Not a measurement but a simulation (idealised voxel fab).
Presented below is a process module, voxel double patterning.
The figure presents cross-section cut, which has a width of 195 nm and is divided into square cells with an edge length of 5 nm.
Cross-section format: a grid of square cells, given as bands from top to bottom; each band is one or more rows of cells.
Read a band's entry like this: the first values are the height of its top and the height of its bottom in nm, and what follows is the sequence of materials from left to right, each with its width in nm. Note that "blank" is empty space, and that a single material marked "full width" reaches across the band from edge to edge.
Heights are expressed relative to 0, this being the level below which the as-received wafer comprises one material exclusively. The lowest band is unbounded in the downward direction and is denoted as in "0 -> down".
So if you see something like "30..40" for the width, read it as the top row of the band sitting at the first number and the bottom row at the second, with every row in between moving by the same amount as the last.
No cell of the cross-section changed in a step that is given as "same as before".
Empty spaces counting at least 8 cells and having no open way to the top are listed in "Unvented internal voids". The notation width x height at distance is used for each, the distance being from the left edge and all three values in nm.
The remark found on a step's line after its settings is issued by the simulator itself and pertains to that step.
Each step line may optionally specify "overlay nm", which for a step with a mask gives the rightward distance between the mask's planned place and where it lay, a negative value indicating the leftward direction.
The planned process steps are enumerated hereunder:
| 1 | RECEIVE with material Si |
| 2 | CONFORMAL_DEP with material SiO2, thk nm 5 |
| 3 | DIRECTIONAL_DEP with material polySi, thk nm 20 |
| 4 | DIRECTIONAL_DEP with material SiN, thk nm 5 |
| 5 | DIRECTIONAL_DEP with material aC, thk nm 10 |
| 6 | PATTERN with tone open, mask id FIRST, material resist, width nm 15, pitch nm 50, thk nm 30, overlay nm 0 |
| 7 | DIRECTIONAL_ETCH with etch materials aC, depth nm 10 |
| 8 | STRIP with etch materials resist |
| 9 | DIRECTIONAL_ETCH with etch materials SiN, depth nm 5 |
| 10 | STRIP with etch materials aC |
| 11 | PATTERN with tone open, mask id SECOND, material resist, width nm 15, thk nm 20, overlay nm 0 |
| 12 | DIRECTIONAL_ETCH with etch materials SiN, depth nm 5 |
| 13 | STRIP with etch materials resist |
| 14 | DIRECTIONAL_ETCH with etch materials polySi, depth nm 20 |
| 15 | STRIP with etch materials SiN |
The following pertains to the first of two wafers, which was processed as planned:
Cross-section of the wafer as it came to us, i.e., already through step 1:
- 0 -> down  Si full width
- Unvented internal voids: none
Sectional view: wafer, after step 2:
- 5 -> 0  SiO2 full width
- No changes below 0.
Sectional view: wafer, after step 3:
- 25 -> 5  polySi full width
- No changes below 5.
Sectional view: wafer, after step 4:
- 30 -> 25  SiN full width
- No changes below 25.
Sectional view: wafer, after step 5:
- 40 -> 30  aC full width
- No changes below 30.
Sectional view: wafer, after step 6:
- 70 -> 40  65 of resist, 15 of blank, 35 of resist, 15 of blank, 65 of resist
- No changes below 40.
Sectional view: wafer, after step 7:
- 60 -> 40  65 of resist, 15 of blank, 35 of resist, 15 of blank, 65 of resist
- 40 -> 30  65 of aC, 15 of blank, 35 of aC, 15 of blank, 65 of aC
- No changes below 30.
Sectional view: wafer, after step 8:
- 40 -> 30  65 of aC, 15 of blank, 35 of aC, 15 of blank, 65 of aC
- No changes below 30.
Sectional view: wafer, after step 9:
- 40 -> 30  65 of aC, 15 of blank, 35 of aC, 15 of blank, 65 of aC
- 30 -> 25  65 of SiN, 15 of blank, 35 of SiN, 15 of blank, 65 of SiN
- No changes below 25.
Sectional view: wafer, after step 10:
- 30 -> 25  65 of SiN, 15 of blank, 35 of SiN, 15 of blank, 65 of SiN
- No changes below 25.
Sectional view: wafer, after step 11:
- 50 -> 30  90 of resist, 15 of blank, 90 of resist
- 30 -> 25  65 of SiN, 15 of resist, 35 of SiN, 15 of resist, 65 of SiN
- No changes below 25.
Sectional view: wafer, after step 12:
- 50 -> 30  90 of resist, 15 of blank, 90 of resist
- 30 -> 25  65 of SiN, 15 of resist, 10 of SiN, 15 of blank, 10 of SiN, 15 of resist, 65 of SiN
- No changes below 25.
Sectional view: wafer, after step 13:
- 30 -> 25  65 of SiN, 15 of blank, 10 of SiN, 15 of blank, 10 of SiN, 15 of blank, 65 of SiN
- No changes below 25.
Sectional view: wafer, after step 14:
- 30 -> 25  65 of SiN, 15 of blank, 10 of SiN, 15 of blank, 10 of SiN, 15 of blank, 65 of SiN
- 25 -> 5  65 of polySi, 15 of blank, 10 of polySi, 15 of blank, 10 of polySi, 15 of blank, 65 of polySi
- No changes below 5.
Sectional view: wafer, after step 15:
- 25 -> 5  65 of polySi, 15 of blank, 10 of polySi, 15 of blank, 10 of polySi, 15 of blank, 65 of polySi
- No changes below 5.
Wafer two. Identical start, identical plan. One mistake in execution. Identical history through step 13:
Second wafer: cross-section at the scheduled end of step 14:
- 30 -> 25  65 of SiN, 15 of blank, 10 of SiN, 15 of blank, 10 of SiN, 15 of blank, 65 of SiN
- 25 -> 15  65 of polySi, 15 of blank, 10 of polySi, 15 of blank, 10 of polySi, 15 of blank, 65 of polySi
- No changes below 15.
Second wafer: cross-section at the scheduled end of step 15:
- 25 -> 15  65 of polySi, 15 of blank, 10 of polySi, 15 of blank, 10 of polySi, 15 of blank, 65 of polySi
- No changes below 15.
The plan and the run diverged here: planned and actual differ for step 14; actual: DIRECTIONAL_ETCH with etch materials polySi, depth nm 10
Per the end-of-run cell counts, the second wafer holds more or fewer of some materials than the first: +18 polySi
